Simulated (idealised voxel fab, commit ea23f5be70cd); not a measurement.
This is a process module. Its name is voxel trench capacitor.
Displayed cross-section: cut, width of 200 nm, square cells sized 5 nm.
Format of a cross-section: grid, square cells. Given as bands. Order: top down. Band: one or more rows of cells. First you get the band's top height and its bottom height, in nm, and then the materials it's made of, left to right, with each width in nm. If you see a single material with "everywhere", that one covers the band edge to edge. "air" is empty space. A quick word on heights: they are counted from 0, and under that level the wafer as it came to us is one material throughout. The lowest band is different from the rest in having no bottom; it simply continues downward, written as in "0 nm and below". The two numbers in a width such as "30->40" mark its ends across the band: the first belongs to the top row of cells, the second to the bottom row, and from each row to the next the width moves by the same amount. Where a step carries "same as before", the cross-section came out of it unchanged, cell for cell. Each empty space that has no open way to the top and spans at least 8 cells appears under "Closed void list" as width x height at distance, the distance counted from the left edge, all in nm. after a step's settings: what the simulator itself notes on the step. overlay nm, on a step with a mask: how far to the right of its planned place the mask lay; to the left if negative.

Plan:
| 1 | RECEIVE,material Si |
| 2 | CONFORMAL_DEP,material SiN,thk nm 5 |
| 3 | PATTERN,tone open,mask id TRENCH,material resist,width nm 30,pitch nm 45,thk nm 15,overlay nm 0 |
| 4 | DIRECTIONAL_ETCH,etch materials SiN,depth nm 5 |
| 5 | DIRECTIONAL_ETCH,etch materials Si,depth nm 35 |
| 6 | STRIP,etch materials resist |
| 7 | CONFORMAL_DEP,material Al2O3,thk nm 5 |
| 8 | CONFORMAL_DEP,material TiN,thk nm 5 |
| 9 | FILL_DEP,material W,thk nm 5 |
| 10 | CMP,height nm 5 |

First wafer of two (run as planned):

Received-state cross-section, reflecting completion of step 1:
* 0 nm and below = Si everywhere
* Closed void list: none

Cross-section: wafer state after step 2:
* 5 nm to 0 nm = SiN everywhere
* All layers under 0 are left as they were.

Cross-section: wafer state after step 3:
* 20 nm to 5 nm = 60 nm resist; 30 nm air; 15 nm resist; 30 nm air; 65 nm resist
* All layers under 5 are left as they were.

Cross-section: wafer state after step 4:
* 20 nm to 5 nm = 60 nm resist; 30 nm air; 15 nm resist; 30 nm air; 65 nm resist
* 5 nm to 0 nm = 60 nm SiN; 30 nm air; 15 nm SiN; 30 nm air; 65 nm SiN
* All layers under 0 are left as they were.

Cross-section: wafer state after step 5:
* 20 nm to 5 nm = 60 nm resist; 30 nm air; 15 nm resist; 30 nm air; 65 nm resist
* 5 nm to 0 nm = 60 nm SiN; 30 nm air; 15 nm SiN; 30 nm air; 65 nm SiN
* 0 nm to -35 nm = 60 nm Si; 30 nm air; 15 nm Si; 30 nm air; 65 nm Si
* All layers under -35 are left as they were.

Cross-section: wafer state after step 6:
* 5 nm to 0 nm = 60 nm SiN; 30 nm air; 15 nm SiN; 30 nm air; 65 nm SiN
* All layers under 0 are left as they were.

Cross-section: wafer state after step 7:
* 10 nm to 5 nm = 65 nm Al2O3; 20 nm air; 25 nm Al2O3; 20 nm air; 70 nm Al2O3
* 5 nm to 0 nm = 60 nm SiN; 5 nm Al2O3; 20 nm air; 5 nm Al2O3; 15 nm SiN; 5 nm Al2O3; 20 nm air; 5 nm Al2O3; 65 nm SiN
* 0 nm to -30 nm = 60 nm Si; 5 nm Al2O3; 20 nm air; 5 nm Al2O3; 15 nm Si; 5 nm Al2O3; 20 nm air; 5 nm Al2O3; 65 nm Si
* -30 nm to -35 nm = 60 nm Si; 30 nm Al2O3; 15 nm Si; 30 nm Al2O3; 65 nm Si
* All layers under -35 are left as they were.

Cross-section: wafer state after step 8:
* 15 nm to 10 nm = 70 nm TiN; 10 nm air; 35 nm TiN; 10 nm air; 75 nm TiN
* 10 nm to 5 nm = 65 nm Al2O3; 5 nm TiN; 10 nm air; 5 nm TiN; 25 nm Al2O3; 5 nm TiN; 10 nm air; 5 nm TiN; 70 nm Al2O3
* 5 nm to 0 nm = 60 nm SiN; 5 nm Al2O3; 5 nm TiN; 10 nm air; 5 nm TiN; 5 nm Al2O3; 15 nm SiN; 5 nm Al2O3; 5 nm TiN; 10 nm air; 5 nm TiN; 5 nm Al2O3; 65 nm SiN
* 0 nm to -25 nm = 60 nm Si; 5 nm Al2O3; 5 nm TiN; 10 nm air; 5 nm TiN; 5 nm Al2O3; 15 nm Si; 5 nm Al2O3; 5 nm TiN; 10 nm air; 5 nm TiN; 5 nm Al2O3; 65 nm Si
* -25 nm to -30 nm = 60 nm Si; 5 nm Al2O3; 20 nm TiN; 5 nm Al2O3; 15 nm Si; 5 nm Al2O3; 20 nm TiN; 5 nm Al2O3; 65 nm Si
* All layers under -30 are left as they were.

Cross-section: wafer state after step 9:
* 20 nm to 15 nm = W everywhere
* 15 nm to 10 nm = 70 nm TiN; 10 nm W; 35 nm TiN; 10 nm W; 75 nm TiN
* 10 nm to 5 nm = 65 nm Al2O3; 5 nm TiN; 10 nm W; 5 nm TiN; 25 nm Al2O3; 5 nm TiN; 10 nm W; 5 nm TiN; 70 nm Al2O3
* 5 nm to 0 nm = 60 nm SiN; 5 nm Al2O3; 5 nm TiN; 10 nm W; 5 nm TiN; 5 nm Al2O3; 15 nm SiN; 5 nm Al2O3; 5 nm TiN; 10 nm W; 5 nm TiN; 5 nm Al2O3; 65 nm SiN
* 0 nm to -25 nm = 60 nm Si; 5 nm Al2O3; 5 nm TiN; 10 nm W; 5 nm TiN; 5 nm Al2O3; 15 nm Si; 5 nm Al2O3; 5 nm TiN; 10 nm W; 5 nm TiN; 5 nm Al2O3; 65 nm Si
* All layers under -25 are left as they were.

Cross-section: wafer state after step 10:
* 5 nm to 0 nm = 60 nm SiN; 5 nm Al2O3; 5 nm TiN; 10 nm W; 5 nm TiN; 5 nm Al2O3; 15 nm SiN; 5 nm Al2O3; 5 nm TiN; 10 nm W; 5 nm TiN; 5 nm Al2O3; 65 nm SiN
* All layers under 0 are left as they were.

The second wafer was prepared from the same starting point and under the same plan as the first; its processing contained one mistake, and it remains indistinguishable from the first wafer up to and including step 2:

Cross-section of the second wafer when, according to plan, step 3 should have finished:
* 20 nm to 5 nm = 60 nm air; 30 nm resist; 15 nm air; 30 nm resist; 65 nm air
* All layers under 5 are left as they were.

Cross-section of the second wafer when, according to plan, step 4 should have finished:
* 20 nm to 5 nm = 60 nm air; 30 nm resist; 15 nm air; 30 nm resist; 65 nm air
* 5 nm to 0 nm = 60 nm air; 30 nm SiN; 15 nm air; 30 nm SiN; 65 nm air
* All layers under 0 are left as they were.

Cross-section of the second wafer when, according to plan, step 5 should have finished:
* 20 nm to 5 nm = 60 nm air; 30 nm resist; 15 nm air; 30 nm resist; 65 nm air
* 5 nm to 0 nm = 60 nm air; 30 nm SiN; 15 nm air; 30 nm SiN; 65 nm air
* 0 nm to -35 nm = 60 nm air; 30 nm Si; 15 nm air; 30 nm Si; 65 nm air
* All layers under -35 are left as they were.

Cross-section of the second wafer when, according to plan, step 6 should have finished:
* 5 nm to 0 nm = 60 nm air; 30 nm SiN; 15 nm air; 30 nm SiN; 65 nm air
* All layers under 0 are left as they were.

Cross-section of the second wafer when, according to plan, step 7 should have finished:
* 10 nm to 5 nm = 55 nm air; 40 nm Al2O3; 5 nm air; 40 nm Al2O3; 60 nm air
* 5 nm to 0 nm = 55 nm air; 5 nm Al2O3; 30 nm SiN; 5 nm Al2O3; 5 nm air; 5 nm Al2O3; 30 nm SiN; 5 nm Al2O3; 60 nm air
* 0 nm to -30 nm = 55 nm air; 5 nm Al2O3; 30 nm Si; 5 nm Al2O3; 5 nm air; 5 nm Al2O3; 30 nm Si; 5 nm Al2O3; 60 nm air
* -30 nm to -35 nm = 60 nm Al2O3; 30 nm Si; 15 nm Al2O3; 30 nm Si; 65 nm Al2O3
* All layers under -35 are left as they were.

Cross-section of the second wafer when, according to plan, step 8 should have finished:
* 15 nm to 10 nm = 50 nm air; 95 nm TiN; 55 nm air
* 10 nm to 5 nm = 50 nm air; 5 nm TiN; 40 nm Al2O3; 5 nm TiN; 40 nm Al2O3; 5 nm TiN; 55 nm air
* 5 nm to 0 nm = 50 nm air; 5 nm TiN; 5 nm Al2O3; 30 nm SiN; 5 nm Al2O3; 5 nm TiN; 5 nm Al2O3; 30 nm SiN; 5 nm Al2O3; 5 nm TiN; 55 nm air
* 0 nm to -25 nm = 50 nm air; 5 nm TiN; 5 nm Al2O3; 30 nm Si; 5 nm Al2O3; 5 nm TiN; 5 nm Al2O3; 30 nm Si; 5 nm Al2O3; 5 nm TiN; 55 nm air
* -25 nm to -30 nm = 55 nm TiN; 5 nm Al2O3; 30 nm Si; 5 nm Al2O3; 5 nm TiN; 5 nm Al2O3; 30 nm Si; 5 nm Al2O3; 60 nm TiN
* All layers under -30 are left as they were.

Cross-section of the second wafer when, according to plan, step 9 should have finished:
* 20 nm to 15 nm = W everywhere
* 15 nm to 10 nm = 50 nm W; 95 nm TiN; 55 nm W
* 10 nm to 5 nm = 50 nm W; 5 nm TiN; 40 nm Al2O3; 5 nm TiN; 40 nm Al2O3; 5 nm TiN; 55 nm W
* 5 nm to 0 nm = 50 nm W; 5 nm TiN; 5 nm Al2O3; 30 nm SiN; 5 nm Al2O3; 5 nm TiN; 5 nm Al2O3; 30 nm SiN; 5 nm Al2O3; 5 nm TiN; 55 nm W
* 0 nm to -25 nm = 50 nm W; 5 nm TiN; 5 nm Al2O3; 30 nm Si; 5 nm Al2O3; 5 nm TiN; 5 nm Al2O3; 30 nm Si; 5 nm Al2O3; 5 nm TiN; 55 nm W
* All layers under -25 are left as they were.

Cross-section of the second wafer when, according to plan, step 10 should have finished:
* 5 nm to 0 nm = 50 nm W; 5 nm TiN; 5 nm Al2O3; 30 nm SiN; 5 nm Al2O3; 5 nm TiN; 5 nm Al2O3; 30 nm SiN; 5 nm Al2O3; 5 nm TiN; 55 nm W
* All layers under 0 are left as they were.
What was the processing mistake? step 3 went in with a setting other than planned; the actual run was PATTERN,tone cover,mask id TRENCH,material resist,width nm 30,pitch nm 45,thk nm 15,overlay nm 0
Counted in cells at the end, the second wafer holds more or fewer of these materials than the first: +16 Al2O3; -112 Si; -16 SiN; +10 TiN; +102 W
